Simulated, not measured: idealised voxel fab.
voxel released beams: a process module
Square cells of 5 nm make up the cross-section cut, whose width is 275 nm.
Think of the cross-section as a grid of square cells. We describe it in bands, top to bottom, and each band covers one or more rows of those cells.
Within each band entry, the heights of the top and of the bottom of the band appear first, in that order and in nm; the materials of the band then follow from left to right, each with its corresponding width in nm. The designation "throughout" on a single material indicates that it fills the band from edge to edge; the designation "air" indicates empty space.
Height reference: 0 = level under which incoming wafer is all one material. Lowest band: no bottom, runs on downward, e.g. "z 0 and below".
Top row gets the first number, bottom row gets the second, and each row in between changes by the same step: that is how a band width like "30..40" works.
"everything unchanged", as given for a step, is the statement that not any cell of the cross-section underwent a change during that step.
Each empty space that has no open way to the top and spans at least 8 cells appears under "Fully closed voids" as width x height at distance, the distance counted from the left edge, all in nm.
Read whatever lies past the settings on a step's line as the simulator's own remark about the step.
The line of a step may include "overlay nm". On a step with a mask, this value is how far to the right of its planned place the mask lay. A negative value means the mask lay to the left.
List of planned process steps
1 RECEIVE [material Si]
2 CONFORMAL_DEP [material Al2O3] [thk nm 10]
3 DIRECTIONAL_DEP [material SiO2] [thk nm 15]
4 MASKED_ETCH [tone open] [mask id ANCHOR] [width nm 25] [etch materials SiO2] [depth nm 15] [overlay nm 0]
5 CONFORMAL_DEP [material SiN] [thk nm 10]
6 MASKED_ETCH [tone cover] [mask id BEAM] [width nm 105] [etch materials SiN] [depth nm 10] [overlay nm 0]
7 STRIP [etch materials SiO2]
First wafer of two (run as planned)
This is the cross-section of the wafer as we received it, i.e. after step 1
- z 0 and below = Si throughout
- Fully closed voids: none
Sectional view: wafer, after step 2
- z 10 to 0 = Al2O3 throughout
- For the remainder of the cross-section, below 0, there is no change.
Sectional view: wafer, after step 3
- z 25 to 10 = SiO2 throughout
- For the remainder of the cross-section, below 10, there is no change.
Sectional view: wafer, after step 4
- z 25 to 10 = 85 nm SiO2 | 25 nm air | 165 nm SiO2
- For the remainder of the cross-section, below 10, there is no change.
Sectional view: wafer, after step 5
- z 35 to 25 = 95 nm SiN | 5 nm air | 175 nm SiN
- z 25 to 20 = 85 nm SiO2 | 10 nm SiN | 5 nm air | 10 nm SiN | 165 nm SiO2
- z 20 to 10 = 85 nm SiO2 | 25 nm SiN | 165 nm SiO2
- For the remainder of the cross-section, below 10, there is no change.
Sectional view: wafer, after step 6
- z 35 to 25 = 80 nm air | 15 nm SiN | 5 nm air | 85 nm SiN | 90 nm air
- For the remainder of the cross-section, below 25, there is no change.
Sectional view: wafer, after step 7
- z 35 to 25 = 80 nm air | 15 nm SiN | 5 nm air | 85 nm SiN | 90 nm air
- z 25 to 20 = 85 nm air | 10 nm SiN | 5 nm air | 10 nm SiN | 165 nm air
- z 20 to 10 = 85 nm air | 25 nm SiN | 165 nm air
- For the remainder of the cross-section, below 10, there is no change.
Second wafer, same starting conditions and recipe as the first, one mistake in executing it, nothing differs from the first up to and including step 2
Second wafer at the planned finish of step 3, seen in cross-section
- z 15 to 10 = SiO2 throughout
- For the remainder of the cross-section, below 10, there is no change.
Second wafer at the planned finish of step 4, seen in cross-section
- z 15 to 10 = 85 nm SiO2 | 25 nm air | 165 nm SiO2
- For the remainder of the cross-section, below 10, there is no change.
Second wafer at the planned finish of step 5, seen in cross-section
- z 25 to 20 = 95 nm SiN | 5 nm air | 175 nm SiN
- z 20 to 15 = SiN throughout
- z 15 to 10 = 85 nm SiO2 | 25 nm SiN | 165 nm SiO2
- For the remainder of the cross-section, below 10, there is no change.
Second wafer at the planned finish of step 6, seen in cross-section
- z 25 to 20 = 80 nm air | 15 nm SiN | 5 nm air | 85 nm SiN | 90 nm air
- z 20 to 15 = 80 nm air | 105 nm SiN | 90 nm air
- For the remainder of the cross-section, below 15, there is no change.
Second wafer at the planned finish of step 7, seen in cross-section
- z 25 to 20 = 80 nm air | 15 nm SiN | 5 nm air | 85 nm SiN | 90 nm air
- z 20 to 10 = 80..85 nm air | 105..25 nm SiN | 90..165 nm air
- For the remainder of the cross-section, below 10, there is no change.
what went wrong: step 3 went in with a setting other than planned; the actual run was DIRECTIONAL_DEP [material SiO2] [thk nm 5]
Wafer comparison, final, in cells, second relative to first, materials more or fewer: -8 SiN
